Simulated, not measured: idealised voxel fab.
You're looking at the process module voxel ribs on slabs.
Section cut is 270 nm wide and gridded with 5 nm square cells.
The cross-sections in this document take the form of a grid made of square cells. They are written out as bands, in order from top to bottom. Each band consists of one or more rows of cells.
Top, bottom (nm), then materials left to right with widths (nm); lone material tagged "throughout" fills the whole band edge to edge; "empty" = empty space.
Convention: height 0 is the level below which the wafer, as received, is all one material. The lowest band does not terminate at the bottom but continues downward, represented as "0 nm and below".
A width given as "30..40" starts at the first number in the band's top row and ends at the second number in its bottom row, shifting by an equal amount at every step from row to row.
"no modification" (step): cross-section cells unchanged, all of them.
Listed in "Sealed voids": every empty space of 8 or more cells without an open way to the top. Form: width x height at distance, the distance being from the left edge, all in nm.
Formally, on a step line, whatever follows the settings is a remark that the simulator itself makes on the step.
overlay nm: how far to the right of its planned place the mask lay on this masked step (negative: to the left).
**Intended process steps**
| 1 | RECEIVE [material Si] |
| 2 | DIRECTIONAL_DEP [material SiO2] [thk nm 20] |
| 3 | DIRECTIONAL_DEP [material polySi] [thk nm 15] |
| 4 | MASKED_ETCH [tone cover] [mask id RIB] [width nm 20] [etch materials polySi] [depth nm 5] [overlay nm 0] |
| 5 | DIRECTIONAL_DEP [material aC] [thk nm 10] |
| 6 | PATTERN [tone cover] [mask id SLAB] [material resist] [width nm 50] [thk nm 25] [overlay nm -15] |
| 7 | DIRECTIONAL_ETCH [etch materials aC] [depth nm 10] |
| 8 | STRIP [etch materials resist] |
| 9 | DIRECTIONAL_ETCH [etch materials polySi] [depth nm 10] |
| 10 | STRIP [etch materials aC] |
| 11 | FILL_DEP [material SiO2] [thk nm 25] |
| 12 | CMP [height nm 50] |
| 13 | DIRECTIONAL_DEP [material W] [thk nm 5] |
| 14 | DIRECTIONAL_DEP [material aC] [thk nm 10] |
| 15 | PATTERN [tone cover] [mask id HEATER] [material resist] [width nm 30] [thk nm 30] [overlay nm 0] |
| 16 | DIRECTIONAL_ETCH [etch materials aC] [depth nm 10] |
| 17 | STRIP [etch materials resist] |
| 18 | DIRECTIONAL_ETCH [etch materials W] [depth nm 5] |
| 19 | STRIP [etch materials aC] |
| 20 | CONFORMAL_DEP [material SiN] [thk nm 10] |
Where the wafers of this document differ is in the overlay nm of step 6; they start out the same, and the plan states the value that applied to the first wafer.
**As-received cross-section, first of several wafers, post step 1**
	0 nm and below: Si throughout
	Sealed voids: none
**For your reference, the table is organized with a row per wafer; each row reflects the wafer at the end of the module, indicating for each material the cells gained (+) or lost (-) since receipt, and thereafter its closed voids**
overlay nm -15, +112 SiN, +516 SiO2, +6 W, +24 polySi, Sealed voids: none
overlay nm -10, +112 SiN, +516 SiO2, +6 W, +24 polySi, Sealed voids: none
overlay nm -5, +112 SiN, +516 SiO2, +6 W, +24 polySi, Sealed voids: none
overlay nm 0, +112 SiN, +516 SiO2, +6 W, +24 polySi, Sealed voids: none
overlay nm 5, +112 SiN, +516 SiO2, +6 W, +24 polySi, Sealed voids: none
overlay nm 10, +112 SiN, +516 SiO2, +6 W, +24 polySi, Sealed voids: none
overlay nm 15, +112 SiN, +516 SiO2, +6 W, +24 polySi, Sealed voids: none
